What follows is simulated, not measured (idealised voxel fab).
The process module presented herein is designated voxel transistor to metal.
For reference, the cross-section in this document is cut, with width 205 nm and square cells of 5 nm.
Cross-sections here: square-cell grids, written as top-down lists of bands, a band being one or more rows of cells. It is stipulated that each band's entry specify, in nanometres, the height of the top of the band and then that of its bottom, followed by the materials of the band in left-to-right sequence, each together with its width in nanometres. A single material marked by the word "throughout" is understood to fill the band from edge to edge; the word "air" is understood to denote empty space. Zero point of the height axis is 0; under it, received wafer = one material. Lowest band: continues down indefinitely, "z 0 and below". Graded width ("30 to 40"): value in top row of band = first number; value in bottom row = second number; row-to-row change constant. Any step labelled "identical to before" changed none of the cells in the cross-section. The entry "Closed void inventory" lists the empty spaces that cover at least 8 cells and have no open path to the top. Each is written as width x height at distance, where the distance is measured from the left edge and all three values are in nm. It should be noted that, on the line of a given step, the content following the step's settings is a remark produced by the simulator itself with respect to that step. A step line may carry the setting "overlay nm", which, for steps involving a mask, states the distance by which the mask lay to the right of its intended position; negative values denote displacement to the left.

SET OUT BELOW ARE THE PLANNED STEPS OF THE PROCESS
1 RECEIVE (material Si)
2 CONFORMAL_DEP (material SiO2; thk nm 5)
3 CONFORMAL_DEP (material SiN; thk nm 10)
4 MASKED_ETCH (tone cover; mask id ACTIVE; width nm 110; etch materials SiN; depth nm 10; overlay nm 0)
5 MASKED_ETCH (tone cover; mask id ACTIVE; width nm 110; etch materials SiO2; depth nm 5; overlay nm 0)
6 MASKED_ETCH (tone cover; mask id ACTIVE; width nm 110; etch materials Si; depth nm 25; overlay nm 0)
7 FILL_DEP (material SiO2; thk nm 15)
8 CMP (height nm 15)
9 SELECTIVE_ETCH (etch materials SiO2; depth nm 5)
10 STRIP (etch materials SiN)
11 SELECTIVE_ETCH (etch materials SiO2; depth nm 5)
12 OXIDIZE (depth nm 5)
13 DIRECTIONAL_DEP (material polySi; thk nm 20)
14 DIRECTIONAL_DEP (material SiCN; thk nm 10)
15 MASKED_ETCH (tone cover; mask id GATE; width nm 20; etch materials SiCN; depth nm 20; overlay nm 0)
16 MASKED_ETCH (tone cover; mask id GATE; width nm 20; etch materials polySi; depth nm 30; overlay nm 0)
17 CONFORMAL_DEP (material SiN; thk nm 10)
18 DIRECTIONAL_ETCH (etch materials SiN; depth nm 10)
19 DIRECTIONAL_ETCH (etch materials SiO2; depth nm 5)
20 DIRECTIONAL_ETCH (etch materials Si; depth nm 5)
21 EPI (material SiGe; thk nm 5)
22 FILL_DEP (material SiO2; thk nm 5)
23 CMP (height nm 30)
24 DIRECTIONAL_DEP (material SiO2; thk nm 15)
25 PATTERN (tone open; mask id CONTACT; material resist; width nm 20; pitch nm 80; thk nm 15; overlay nm 0)
26 DIRECTIONAL_ETCH (etch materials SiO2; depth nm 50)
27 STRIP (etch materials resist)
28 CONFORMAL_DEP (material TiN; thk nm 5)
29 FILL_DEP (material W; thk nm 5)
30 CMP (height nm 45)
31 CONFORMAL_DEP (material SiCN; thk nm 5)
32 DIRECTIONAL_DEP (material lowk; thk nm 25)
33 MASKED_ETCH (tone open; mask id METAL_1; width nm 20; pitch nm 80; etch materials lowk; depth nm 25; overlay nm 0)
34 MASKED_ETCH (tone open; mask id METAL_1; width nm 20; pitch nm 80; etch materials SiCN; depth nm 5; overlay nm 0)
35 CONFORMAL_DEP (material TiN; thk nm 5)
36 FILL_DEP (material Cu; thk nm 10)
37 CMP (height nm 75)
38 CONFORMAL_DEP (material SiCN; thk nm 5)
39 DIRECTIONAL_DEP (material SiO2; thk nm 30)
40 MASKED_ETCH (tone open; mask id METAL_2; width nm 20; pitch nm 80; etch materials SiO2; depth nm 15; overlay nm 0)
41 MASKED_ETCH (tone open; mask id METAL_2_HOLES; width nm 15; pitch nm 80; etch materials SiO2; depth nm 15; overlay nm 0)
42 MASKED_ETCH (tone open; mask id METAL_2_HOLES; width nm 15; pitch nm 80; etch materials SiCN; depth nm 5; overlay nm 0)
43 CONFORMAL_DEP (material TiN; thk nm 5)
44 FILL_DEP (material Cu; thk nm 10)
45 CMP (height nm 110)
46 CONFORMAL_DEP (material SiCN; thk nm 5)

CONCERNING THE FIRST OF TWO WAFERS, WHICH WAS RUN IN ACCORDANCE WITH THE PLAN

SO THIS IS THE INCOMING WAFER IN CROSS-SECTION - IT'S ALREADY BEEN THROUGH STEP 1
    z 0 and below | Si throughout
    Closed void inventory: none

THE WAFER, SEEN IN CROSS-SECTION, AFTER STEP 2
    z 5 to 0 | SiO2 throughout
    Beneath the level 0, the cross-section is identical to its previous state.

THE WAFER, SEEN IN CROSS-SECTION, AFTER STEP 3
    z 15 to 5 | SiN throughout
    Beneath the level 5, the cross-section is identical to its previous state.

THE WAFER, SEEN IN CROSS-SECTION, AFTER STEP 4
    z 15 to 5 | air (45) | SiN (110) | air (50)
    Beneath the level 5, the cross-section is identical to its previous state.

THE WAFER, SEEN IN CROSS-SECTION, AFTER STEP 5
    z 15 to 5 | air (45) | SiN (110) | air (50)
    z 5 to 0 | air (45) | SiO2 (110) | air (50)
    Beneath the level 0, the cross-section is identical to its previous state.

THE WAFER, SEEN IN CROSS-SECTION, AFTER STEP 6
    z 15 to 5 | air (45) | SiN (110) | air (50)
    z 5 to 0 | air (45) | SiO2 (110) | air (50)
    z 0 to -25 | air (45) | Si (110) | air (50)
    Beneath the level -25, the cross-section is identical to its previous state.

THE WAFER, SEEN IN CROSS-SECTION, AFTER STEP 7
    z 30 to 15 | SiO2 throughout
    z 15 to 5 | SiO2 (45) | SiN (110) | SiO2 (50)
    z 5 to 0 | SiO2 throughout
    z 0 to -25 | SiO2 (45) | Si (110) | SiO2 (50)
    Beneath the level -25, the cross-section is identical to its previous state.

THE WAFER, SEEN IN CROSS-SECTION, AFTER STEP 8
    z 15 to 5 | SiO2 (45) | SiN (110) | SiO2 (50)
    Beneath the level 5, the cross-section is identical to its previous state.

THE WAFER, SEEN IN CROSS-SECTION, AFTER STEP 9
    z 15 to 10 | air (45) | SiN (110) | air (50)
    Beneath the level 10, the cross-section is identical to its previous state.

THE WAFER, SEEN IN CROSS-SECTION, AFTER STEP 10
    z 10 to 5 | SiO2 (45) | air (110) | SiO2 (50)
    Beneath the level 5, the cross-section is identical to its previous state.

THE WAFER, SEEN IN CROSS-SECTION, AFTER STEP 11
    z 5 to 0 | SiO2 (40) | air (120) | SiO2 (45)
    Beneath the level 0, the cross-section is identical to its previous state.

THE WAFER, SEEN IN CROSS-SECTION, AFTER STEP 12
    z 5 to 0 | SiO2 (40) | air (120) | SiO2 (45)
    z 0 to -5 | SiO2 throughout
    Beneath the level -5, the cross-section is identical to its previous state.

THE WAFER, SEEN IN CROSS-SECTION, AFTER STEP 13
    z 25 to 20 | polySi (40) | air (120) | polySi (45)
    z 20 to 5 | polySi throughout
    z 5 to 0 | SiO2 (40) | polySi (120) | SiO2 (45)
    Beneath the level 0, the cross-section is identical to its previous state.

THE WAFER, SEEN IN CROSS-SECTION, AFTER STEP 14
    z 35 to 30 | SiCN (40) | air (120) | SiCN (45)
    z 30 to 25 | SiCN throughout
    z 25 to 20 | polySi (40) | SiCN (120) | polySi (45)
    Beneath the level 20, the cross-section is identical to its previous state.

THE WAFER, SEEN IN CROSS-SECTION, AFTER STEP 15
    z 30 to 25 | air (90) | SiCN (20) | air (95)
    z 25 to 20 | polySi (40) | air (50) | SiCN (20) | air (50) | polySi (45)
    Beneath the level 20, the cross-section is identical to its previous state.

THE WAFER, SEEN IN CROSS-SECTION, AFTER STEP 16
    z 30 to 20 | air (90) | SiCN (20) | air (95)
    z 20 to 5 | air (90) | polySi (20) | air (95)
    z 5 to 0 | SiO2 (40) | air (50) | polySi (20) | air (50) | SiO2 (45)
    Beneath the level 0, the cross-section is identical to its previous state.

THE WAFER, SEEN IN CROSS-SECTION, AFTER STEP 17
    z 40 to 30 | air (80) | SiN (40) | air (85)
    z 30 to 20 | air (80) | SiN (10) | SiCN (20) | SiN (10) | air (85)
    z 20 to 15 | air (80) | SiN (10) | polySi (20) | SiN (10) | air (85)
    z 15 to 10 | SiN (50) | air (30) | SiN (10) | polySi (20) | SiN (10) | air (30) | SiN (55)
    z 10 to 5 | SiN (90) | polySi (20) | SiN (95)
    z 5 to 0 | SiO2 (40) | SiN (50) | polySi (20) | SiN (50) | SiO2 (45)
    Beneath the level 0, the cross-section is identical to its previous state.

THE WAFER, SEEN IN CROSS-SECTION, AFTER STEP 18
    z 30 to 20 | air (80) | SiN (10) | SiCN (20) | SiN (10) | air (85)
    z 20 to 5 | air (80) | SiN (10) | polySi (20) | SiN (10) | air (85)
    z 5 to 0 | SiO2 (40) | SiN (10) | air (30) | SiN (10) | polySi (20) | SiN (10) | air (30) | SiN (10) | SiO2 (45)
    Beneath the level 0, the cross-section is identical to its previous state.

THE WAFER, SEEN IN CROSS-SECTION, AFTER STEP 19
    z 30 to 20 | air (80) | SiN (10) | SiCN (20) | SiN (10) | air (85)
    z 20 to 5 | air (80) | SiN (10) | polySi (20) | SiN (10) | air (85)
    z 5 to 0 | air (40) | SiN (10) | air (30) | SiN (10) | polySi (20) | SiN (10) | air (30) | SiN (10) | air (45)
    z 0 to -5 | SiO2 (50) | air (30) | SiO2 (40) | air (30) | SiO2 (55)
    Beneath the level -5, the cross-section is identical to its previous state.

THE WAFER, SEEN IN CROSS-SECTION, AFTER STEP 20
    z 30 to 20 | air (80) | SiN (10) | SiCN (20) | SiN (10) | air (85)
    z 20 to 5 | air (80) | SiN (10) | polySi (20) | SiN (10) | air (85)
    z 5 to 0 | air (40) | SiN (10) | air (30) | SiN (10) | polySi (20) | SiN (10) | air (30) | SiN (10) | air (45)
    z 0 to -5 | SiO2 (50) | air (30) | SiO2 (40) | air (30) | SiO2 (55)
    z -5 to -10 | SiO2 (45) | Si (5) | air (30) | Si (40) | air (30) | Si (5) | SiO2 (50)
    Beneath the level -10, the cross-section is identical to its previous state.

THE WAFER, SEEN IN CROSS-SECTION, AFTER STEP 21
    z 30 to 20 | air (80) | SiN (10) | SiCN (20) | SiN (10) | air (85)
    z 20 to 5 | air (80) | SiN (10) | polySi (20) | SiN (10) | air (85)
    z 5 to 0 | air (40) | SiN (10) | air (30) | SiN (10) | polySi (20) | SiN (10) | air (30) | SiN (10) | air (45)
    z 0 to -5 | SiO2 (50) | SiGe (5) | air (20) | SiGe (5) | SiO2 (40) | SiGe (5) | air (20) | SiGe (5) | SiO2 (55)
    z -5 to -10 | SiO2 (45) | Si (5) | SiGe (30) | Si (40) | SiGe (30) | Si (5) | SiO2 (50)
    Beneath the level -10, the cross-section is identical to its previous state.

THE WAFER, SEEN IN CROSS-SECTION, AFTER STEP 22
    z 35 to 30 | SiO2 throughout
    z 30 to 20 | SiO2 (80) | SiN (10) | SiCN (20) | SiN (10) | SiO2 (85)
    z 20 to 5 | SiO2 (80) | SiN (10) | polySi (20) | SiN (10) | SiO2 (85)
    z 5 to 0 | SiO2 (40) | SiN (10) | SiO2 (30) | SiN (10) | polySi (20) | SiN (10) | SiO2 (30) | SiN (10) | SiO2 (45)
    z 0 to -5 | SiO2 (50) | SiGe (5) | SiO2 (20) | SiGe (5) | SiO2 (40) | SiGe (5) | SiO2 (20) | SiGe (5) | SiO2 (55)
    Beneath the level -5, the cross-section is identical to its previous state.

THE WAFER, SEEN IN CROSS-SECTION, AFTER STEP 23
    z 30 to 20 | SiO2 (80) | SiN (10) | SiCN (20) | SiN (10) | SiO2 (85)
    Beneath the level 20, the cross-section is identical to its previous state.

THE WAFER, SEEN IN CROSS-SECTION, AFTER STEP 24
    z 45 to 30 | SiO2 throughout
    Beneath the level 30, the cross-section is identical to its previous state.

THE WAFER, SEEN IN CROSS-SECTION, AFTER STEP 25
    z 60 to 45 | resist (50) | air (20) | resist (60) | air (20) | resist (55)
    Beneath the level 45, the cross-section is identical to its previous state.

THE WAFER, SEEN IN CROSS-SECTION, AFTER STEP 26
    z 60 to 45 | resist (50) | air (20) | resist (60) | air (20) | resist (55)
    z 45 to 30 | SiO2 (50) | air (20) | SiO2 (60) | air (20) | SiO2 (55)
    z 30 to 20 | SiO2 (50) | air (20) | SiO2 (10) | SiN (10) | SiCN (20) | SiN (10) | SiO2 (10) | air (20) | SiO2 (55)
    z 20 to 5 | SiO2 (50) | air (20) | SiO2 (10) | SiN (10) | polySi (20) | SiN (10) | SiO2 (10) | air (20) | SiO2 (55)
    z 5 to 0 | SiO2 (40) | SiN (10) | air (20) | SiO2 (10) | SiN (10) | polySi (20) | SiN (10) | SiO2 (10) | air (20) | SiN (10) | SiO2 (45)
    z 0 to -5 | SiO2 (50) | SiGe (5) | air (15) | SiO2 (5) | SiGe (5) | SiO2 (40) | SiGe (5) | SiO2 (5) | air (15) | SiGe (5) | SiO2 (55)
    Beneath the level -5, the cross-section is identical to its previous state.

THE WAFER, SEEN IN CROSS-SECTION, AFTER STEP 27
    z 45 to 30 | SiO2 (50) | air (20) | SiO2 (60) | air (20) | SiO2 (55)
    Beneath the level 30, the cross-section is identical to its previous state.

THE WAFER, SEEN IN CROSS-SECTION, AFTER STEP 28
    z 50 to 45 | TiN (55) | air (10) | TiN (70) | air (10) | TiN (60)
    z 45 to 30 | SiO2 (50) | TiN (5) | air (10) | TiN (5) | SiO2 (60) | TiN (5) | air (10) | TiN (5) | SiO2 (55)
    z 30 to 20 | SiO2 (50) | TiN (5) | air (10) | TiN (5) | SiO2 (10) | SiN (10) | SiCN (20) | SiN (10) | SiO2 (10) | TiN (5) | air (10) | TiN (5) | SiO2 (55)
    z 20 to 5 | SiO2 (50) | TiN (5) | air (10) | TiN (5) | SiO2 (10) | SiN (10) | polySi (20) | SiN (10) | SiO2 (10) | TiN (5) | air (10) | TiN (5) | SiO2 (55)
    z 5 to 0 | SiO2 (40) | SiN (10) | TiN (10) | air (5) | TiN (5) | SiO2 (10) | SiN (10) | polySi (20) | SiN (10) | SiO2 (10) | TiN (5) | air (5) | TiN (10) | SiN (10) | SiO2 (45)
    z 0 to -5 | SiO2 (50) | SiGe (5) | TiN (15) | SiO2 (5) | SiGe (5) | SiO2 (40) | SiGe (5) | SiO2 (5) | TiN (15) | SiGe (5) | SiO2 (55)
    Beneath the level -5, the cross-section is identical to its previous state.

THE WAFER, SEEN IN CROSS-SECTION, AFTER STEP 29
    z 55 to 50 | W throughout
    z 50 to 45 | TiN (55) | W (10) | TiN (70) | W (10) | TiN (60)
    z 45 to 30 | SiO2 (50) | TiN (5) | W (10) | TiN (5) | SiO2 (60) | TiN (5) | W (10) | TiN (5) | SiO2 (55)
    z 30 to 20 | SiO2 (50) | TiN (5) | W (10) | TiN (5) | SiO2 (10) | SiN (10) | SiCN (20) | SiN (10) | SiO2 (10) | TiN (5) | W (10) | TiN (5) | SiO2 (55)
    z 20 to 5 | SiO2 (50) | TiN (5) | W (10) | TiN (5) | SiO2 (10) | SiN (10) | polySi (20) | SiN (10) | SiO2 (10) | TiN (5) | W (10) | TiN (5) | SiO2 (55)
    z 5 to 0 | SiO2 (40) | SiN (10) | TiN (10) | W (5) | TiN (5) | SiO2 (10) | SiN (10) | polySi (20) | SiN (10) | SiO2 (10) | TiN (5) | W (5) | TiN (10) | SiN (10) | SiO2 (45)
    Beneath the level 0, the cross-section is identical to its previous state.

THE WAFER, SEEN IN CROSS-SECTION, AFTER STEP 30
    z 45 to 30 | SiO2 (50) | TiN (5) | W (10) | TiN (5) | SiO2 (60) | TiN (5) | W (10) | TiN (5) | SiO2 (55)
    Beneath the level 30, the cross-section is identical to its previous state.

THE WAFER, SEEN IN CROSS-SECTION, AFTER STEP 31
    z 50 to 45 | SiCN throughout
    Beneath the level 45, the cross-section is identical to its previous state.

THE WAFER, SEEN IN CROSS-SECTION, AFTER STEP 32
    z 75 to 50 | lowk throughout
    Beneath the level 50, the cross-section is identical to its previous state.

THE WAFER, SEEN IN CROSS-SECTION, AFTER STEP 33
    z 75 to 50 | lowk (50) | air (20) | lowk (60) | air (20) | lowk (55)
    Beneath the level 50, the cross-section is identical to its previous state.

THE WAFER, SEEN IN CROSS-SECTION, AFTER STEP 34
    z 75 to 50 | lowk (50) | air (20) | lowk (60) | air (20) | lowk (55)
    z 50 to 45 | SiCN (50) | air (20) | SiCN (60) | air (20) | SiCN (55)
    Beneath the level 45, the cross-section is identical to its previous state.

THE WAFER, SEEN IN CROSS-SECTION, AFTER STEP 35
    z 80 to 75 | TiN (55) | air (10) | TiN (70) | air (10) | TiN (60)
    z 75 to 50 | lowk (50) | TiN (5) | air (10) | TiN (5) | lowk (60) | TiN (5) | air (10) | TiN (5) | lowk (55)
    z 50 to 45 | SiCN (50) | TiN (20) | SiCN (60) | TiN (20) | SiCN (55)
    Beneath the level 45, the cross-section is identical to its previous state.

THE WAFER, SEEN IN CROSS-SECTION, AFTER STEP 36
    z 90 to 80 | Cu throughout
    z 80 to 75 | TiN (55) | Cu (10) | TiN (70) | Cu (10) | TiN (60)
    z 75 to 50 | lowk (50) | TiN (5) | Cu (10) | TiN (5) | lowk (60) | TiN (5) | Cu (10) | TiN (5) | lowk (55)
    Beneath the level 50, the cross-section is identical to its previous state.

THE WAFER, SEEN IN CROSS-SECTION, AFTER STEP 37
    z 75 to 50 | lowk (50) | TiN (5) | Cu (10) | TiN (5) | lowk (60) | TiN (5) | Cu (10) | TiN (5) | lowk (55)
    Beneath the level 50, the cross-section is identical to its previous state.

THE WAFER, SEEN IN CROSS-SECTION, AFTER STEP 38
    z 80 to 75 | SiCN throughout
    Beneath the level 75, the cross-section is identical to its previous state.

THE WAFER, SEEN IN CROSS-SECTION, AFTER STEP 39
    z 110 to 80 | SiO2 throughout
    Beneath the level 80, the cross-section is identical to its previous state.

THE WAFER, SEEN IN CROSS-SECTION, AFTER STEP 40
    z 110 to 95 | SiO2 (50) | air (20) | SiO2 (60) | air (20) | SiO2 (55)
    Beneath the level 95, the cross-section is identical to its previous state.

THE WAFER, SEEN IN CROSS-SECTION, AFTER STEP 41
    z 110 to 95 | SiO2 (50) | air (20) | SiO2 (60) | air (20) | SiO2 (55)
    z 95 to 80 | SiO2 (50) | air (15) | SiO2 (65) | air (15) | SiO2 (60)
    Beneath the level 80, the cross-section is identical to its previous state.

THE WAFER, SEEN IN CROSS-SECTION, AFTER STEP 42
    z 110 to 95 | SiO2 (50) | air (20) | SiO2 (60) | air (20) | SiO2 (55)
    z 95 to 80 | SiO2 (50) | air (15) | SiO2 (65) | air (15) | SiO2 (60)
    z 80 to 75 | SiCN (50) | air (15) | SiCN (65) | air (15) | SiCN (60)
    Beneath the level 75, the cross-section is identical to its previous state.

THE WAFER, SEEN IN CROSS-SECTION, AFTER STEP 43
    z 115 to 110 | TiN (55) | air (10) | TiN (70) | air (10) | TiN (60)
    z 110 to 100 | SiO2 (50) | TiN (5) | air (10) | TiN (5) | SiO2 (60) | TiN (5) | air (10) | TiN (5) | SiO2 (55)
    z 100 to 95 | SiO2 (50) | TiN (5) | air (5) | TiN (10) | SiO2 (60) | TiN (5) | air (5) | TiN (10) | SiO2 (55)
    z 95 to 80 | SiO2 (50) | TiN (5) | air (5) | TiN (5) | SiO2 (65) | TiN (5) | air (5) | TiN (5) | SiO2 (60)
    z 80 to 75 | SiCN (50) | TiN (15) | SiCN (65) | TiN (15) | SiCN (60)
    Beneath the level 75, the cross-section is identical to its previous state.

THE WAFER, SEEN IN CROSS-SECTION, AFTER STEP 44
    z 125 to 115 | Cu throughout
    z 115 to 110 | TiN (55) | Cu (10) | TiN (70) | Cu (10) | TiN (60)
    z 110 to 100 | SiO2 (50) | TiN (5) | Cu (10) | TiN (5) | SiO2 (60) | TiN (5) | Cu (10) | TiN (5) | SiO2 (55)
    z 100 to 95 | SiO2 (50) | TiN (5) | Cu (5) | TiN (10) | SiO2 (60) | TiN (5) | Cu (5) | TiN (10) | SiO2 (55)
    z 95 to 80 | SiO2 (50) | TiN (5) | Cu (5) | TiN (5) | SiO2 (65) | TiN (5) | Cu (5) | TiN (5) | SiO2 (60)
    Beneath the level 80, the cross-section is identical to its previous state.

THE WAFER, SEEN IN CROSS-SECTION, AFTER STEP 45
    z 110 to 100 | SiO2 (50) | TiN (5) | Cu (10) | TiN (5) | SiO2 (60) | TiN (5) | Cu (10) | TiN (5) | SiO2 (55)
    Beneath the level 100, the cross-section is identical to its previous state.

THE WAFER, SEEN IN CROSS-SECTION, AFTER STEP 46
    z 115 to 110 | SiCN throughout
    Beneath the level 110, the cross-section is identical to its previous state.

THE SECOND WAFER: COMMON ORIGIN AND PLAN, ONE MISTAKE IN EXECUTION, IDENTICAL TO THE FIRST THROUGH STEP 24

SECOND WAFER, SECTIONED VIEW, AT STEP 25'S PLANNED END TIME
    z 60 to 45 | air (50) | resist (20) | air (60) | resist (20) | air (55)
    Beneath the level 45, the cross-section is identical to its previous state.

SECOND WAFER, SECTIONED VIEW, AT STEP 26'S PLANNED END TIME
    z 60 to 45 | air (50) | resist (20) | air (60) | resist (20) | air (55)
    z 45 to 30 | air (50) | SiO2 (20) | air (60) | SiO2 (20) | air (55)
    z 30 to 20 | air (50) | SiO2 (20) | air (10) | SiN (10) | SiCN (20) | SiN (10) | air (10) | SiO2 (20) | air (55)
    z 20 to 5 | air (50) | SiO2 (20) | air (10) | SiN (10) | polySi (20) | SiN (10) | air (10) | SiO2 (20) | air (55)
    z 5 to 0 | air (40) | SiN (10) | SiO2 (20) | air (10) | SiN (10) | polySi (20) | SiN (10) | air (10) | SiO2 (20) | SiN (10) | air (45)
    z 0 to -5 | air (40) | SiO2 (10) | SiGe (5) | SiO2 (15) | air (5) | SiGe (5) | SiO2 (40) | SiGe (5) | air (5) | SiO2 (15) | SiGe (5) | SiO2 (10) | air (45)
    Beneath the level -5, the cross-section is identical to its previous state.

SECOND WAFER, SECTIONED VIEW, AT STEP 27'S PLANNED END TIME
    z 45 to 30 | air (50) | SiO2 (20) | air (60) | SiO2 (20) | air (55)
    Beneath the level 30, the cross-section is identical to its previous state.

SECOND WAFER, SECTIONED VIEW, AT STEP 28'S PLANNED END TIME
    z 50 to 45 | air (45) | TiN (30) | air (50) | TiN (30) | air (50)
    z 45 to 35 | air (45) | TiN (5) | SiO2 (20) | TiN (5) | air (50) | TiN (5) | SiO2 (20) | TiN (5) | air (50)
    z 35 to 30 | air (45) | TiN (5) | SiO2 (20) | TiN (60) | SiO2 (20) | TiN (5) | air (50)
    z 30 to 20 | air (45) | TiN (5) | SiO2 (20) | TiN (10) | SiN (10) | SiCN (20) | SiN (10) | TiN (10) | SiO2 (20) | TiN (5) | air (50)
    z 20 to 10 | air (45) | TiN (5) | SiO2 (20) | TiN (10) | SiN (10) | polySi (20) | SiN (10) | TiN (10) | SiO2 (20) | TiN (5) | air (50)
    z 10 to 5 | air (35) | TiN (15) | SiO2 (20) | TiN (10) | SiN (10) | polySi (20) | SiN (10) | TiN (10) | SiO2 (20) | TiN (15) | air (40)
    z 5 to 0 | air (35) | TiN (5) | SiN (10) | SiO2 (20) | TiN (10) | SiN (10) | polySi (20) | SiN (10) | TiN (10) | SiO2 (20) | SiN (10) | TiN (5) | air (40)
    z 0 to -5 | TiN (40) | SiO2 (10) | SiGe (5) | SiO2 (15) | TiN (5) | SiGe (5) | SiO2 (40) | SiGe (5) | TiN (5) | SiO2 (15) | SiGe (5) | SiO2 (10) | TiN (45)
    Beneath the level -5, the cross-section is identical to its previous state.

SECOND WAFER, SECTIONED VIEW, AT STEP 29'S PLANNED END TIME
    z 55 to 50 | W throughout
    z 50 to 45 | W (45) | TiN (30) | W (50) | TiN (30) | W (50)
    z 45 to 35 | W (45) | TiN (5) | SiO2 (20) | TiN (5) | W (50) | TiN (5) | SiO2 (20) | TiN (5) | W (50)
    z 35 to 30 | W (45) | TiN (5) | SiO2 (20) | TiN (60) | SiO2 (20) | TiN (5) | W (50)
    z 30 to 20 | W (45) | TiN (5) | SiO2 (20) | TiN (10) | SiN (10) | SiCN (20) | SiN (10) | TiN (10) | SiO2 (20) | TiN (5) | W (50)
    z 20 to 10 | W (45) | TiN (5) | SiO2 (20) | TiN (10) | SiN (10) | polySi (20) | SiN (10) | TiN (10) | SiO2 (20) | TiN (5) | W (50)
    z 10 to 5 | W (35) | TiN (15) | SiO2 (20) | TiN (10) | SiN (10) | polySi (20) | SiN (10) | TiN (10) | SiO2 (20) | TiN (15) | W (40)
    z 5 to 0 | W (35) | TiN (5) | SiN (10) | SiO2 (20) | TiN (10) | SiN (10) | polySi (20) | SiN (10) | TiN (10) | SiO2 (20) | SiN (10) | TiN (5) | W (40)
    Beneath the level 0, the cross-section is identical to its previous state.

SECOND WAFER, SECTIONED VIEW, AT STEP 30'S PLANNED END TIME
    z 45 to 35 | W (45) | TiN (5) | SiO2 (20) | TiN (5) | W (50) | TiN (5) | SiO2 (20) | TiN (5) | W (50)
    Beneath the level 35, the cross-section is identical to its previous state.

SECOND WAFER, SECTIONED VIEW, AT STEP 31'S PLANNED END TIME
    z 50 to 45 | SiCN throughout
    Beneath the level 45, the cross-section is identical to its previous state.

SECOND WAFER, SECTIONED VIEW, AT STEP 32'S PLANNED END TIME
    z 75 to 50 | lowk throughout
    Beneath the level 50, the cross-section is identical to its previous state.

SECOND WAFER, SECTIONED VIEW, AT STEP 33'S PLANNED END TIME
    z 75 to 50 | lowk (50) | air (20) | lowk (60) | air (20) | lowk (55)
    Beneath the level 50, the cross-section is identical to its previous state.

SECOND WAFER, SECTIONED VIEW, AT STEP 34'S PLANNED END TIME
    z 75 to 50 | lowk (50) | air (20) | lowk (60) | air (20) | lowk (55)
    z 50 to 45 | SiCN (50) | air (20) | SiCN (60) | air (20) | SiCN (55)
    Beneath the level 45, the cross-section is identical to its previous state.

SECOND WAFER, SECTIONED VIEW, AT STEP 35'S PLANNED END TIME
    z 80 to 75 | TiN (55) | air (10) | TiN (70) | air (10) | TiN (60)
    z 75 to 50 | lowk (50) | TiN (5) | air (10) | TiN (5) | lowk (60) | TiN (5) | air (10) | TiN (5) | lowk (55)
    z 50 to 45 | SiCN (50) | TiN (20) | SiCN (60) | TiN (20) | SiCN (55)
    Beneath the level 45, the cross-section is identical to its previous state.

SECOND WAFER, SECTIONED VIEW, AT STEP 36'S PLANNED END TIME
    z 90 to 80 | Cu throughout
    z 80 to 75 | TiN (55) | Cu (10) | TiN (70) | Cu (10) | TiN (60)
    z 75 to 50 | lowk (50) | TiN (5) | Cu (10) | TiN (5) | lowk (60) | TiN (5) | Cu (10) | TiN (5) | lowk (55)
    Beneath the level 50, the cross-section is identical to its previous state.

SECOND WAFER, SECTIONED VIEW, AT STEP 37'S PLANNED END TIME
    z 75 to 50 | lowk (50) | TiN (5) | Cu (10) | TiN (5) | lowk (60) | TiN (5) | Cu (10) | TiN (5) | lowk (55)
    Beneath the level 50, the cross-section is identical to its previous state.

SECOND WAFER, SECTIONED VIEW, AT STEP 38'S PLANNED END TIME
    z 80 to 75 | SiCN throughout
    Beneath the level 75, the cross-section is identical to its previous state.

SECOND WAFER, SECTIONED VIEW, AT STEP 39'S PLANNED END TIME
    z 110 to 80 | SiO2 throughout
    Beneath the level 80, the cross-section is identical to its previous state.

SECOND WAFER, SECTIONED VIEW, AT STEP 40'S PLANNED END TIME
    z 110 to 95 | SiO2 (50) | air (20) | SiO2 (60) | air (20) | SiO2 (55)
    Beneath the level 95, the cross-section is identical to its previous state.

SECOND WAFER, SECTIONED VIEW, AT STEP 41'S PLANNED END TIME
    z 110 to 95 | SiO2 (50) | air (20) | SiO2 (60) | air (20) | SiO2 (55)
    z 95 to 80 | SiO2 (50) | air (15) | SiO2 (65) | air (15) | SiO2 (60)
    Beneath the level 80, the cross-section is identical to its previous state.

SECOND WAFER, SECTIONED VIEW, AT STEP 42'S PLANNED END TIME
    z 110 to 95 | SiO2 (50) | air (20) | SiO2 (60) | air (20) | SiO2 (55)
    z 95 to 80 | SiO2 (50) | air (15) | SiO2 (65) | air (15) | SiO2 (60)
    z 80 to 75 | SiCN (50) | air (15) | SiCN (65) | air (15) | SiCN (60)
    Beneath the level 75, the cross-section is identical to its previous state.

SECOND WAFER, SECTIONED VIEW, AT STEP 43'S PLANNED END TIME
    z 115 to 110 | TiN (55) | air (10) | TiN (70) | air (10) | TiN (60)
    z 110 to 100 | SiO2 (50) | TiN (5) | air (10) | TiN (5) | SiO2 (60) | TiN (5) | air (10) | TiN (5) | SiO2 (55)
    z 100 to 95 | SiO2 (50) | TiN (5) | air (5) | TiN (10) | SiO2 (60) | TiN (5) | air (5) | TiN (10) | SiO2 (55)
    z 95 to 80 | SiO2 (50) | TiN (5) | air (5) | TiN (5) | SiO2 (65) | TiN (5) | air (5) | TiN (5) | SiO2 (60)
    z 80 to 75 | SiCN (50) | TiN (15) | SiCN (65) | TiN (15) | SiCN (60)
    Beneath the level 75, the cross-section is identical to its previous state.

SECOND WAFER, SECTIONED VIEW, AT STEP 44'S PLANNED END TIME
    z 125 to 115 | Cu throughout
    z 115 to 110 | TiN (55) | Cu (10) | TiN (70) | Cu (10) | TiN (60)
    z 110 to 100 | SiO2 (50) | TiN (5) | Cu (10) | TiN (5) | SiO2 (60) | TiN (5) | Cu (10) | TiN (5) | SiO2 (55)
    z 100 to 95 | SiO2 (50) | TiN (5) | Cu (5) | TiN (10) | SiO2 (60) | TiN (5) | Cu (5) | TiN (10) | SiO2 (55)
    z 95 to 80 | SiO2 (50) | TiN (5) | Cu (5) | TiN (5) | SiO2 (65) | TiN (5) | Cu (5) | TiN (5) | SiO2 (60)
    Beneath the level 80, the cross-section is identical to its previous state.

SECOND WAFER, SECTIONED VIEW, AT STEP 45'S PLANNED END TIME
    z 110 to 100 | SiO2 (50) | TiN (5) | Cu (10) | TiN (5) | SiO2 (60) | TiN (5) | Cu (10) | TiN (5) | SiO2 (55)
    Beneath the level 100, the cross-section is identical to its previous state.

SECOND WAFER, SECTIONED VIEW, AT STEP 46'S PLANNED END TIME
    z 115 to 110 | SiCN throughout
    Beneath the level 110, the cross-section is identical to its previous state.
Nonconformance to the process plan: not per plan at step 25, really ran PATTERN (tone cover; mask id CONTACT; material resist; width nm 20; pitch nm 80; thk nm 15; overlay nm 0)
It is noted that, at the conclusion of processing, the second wafer exhibits a higher or lower cell count for certain materials relative to the first: -186 SiO2; +37 TiN; +149 W
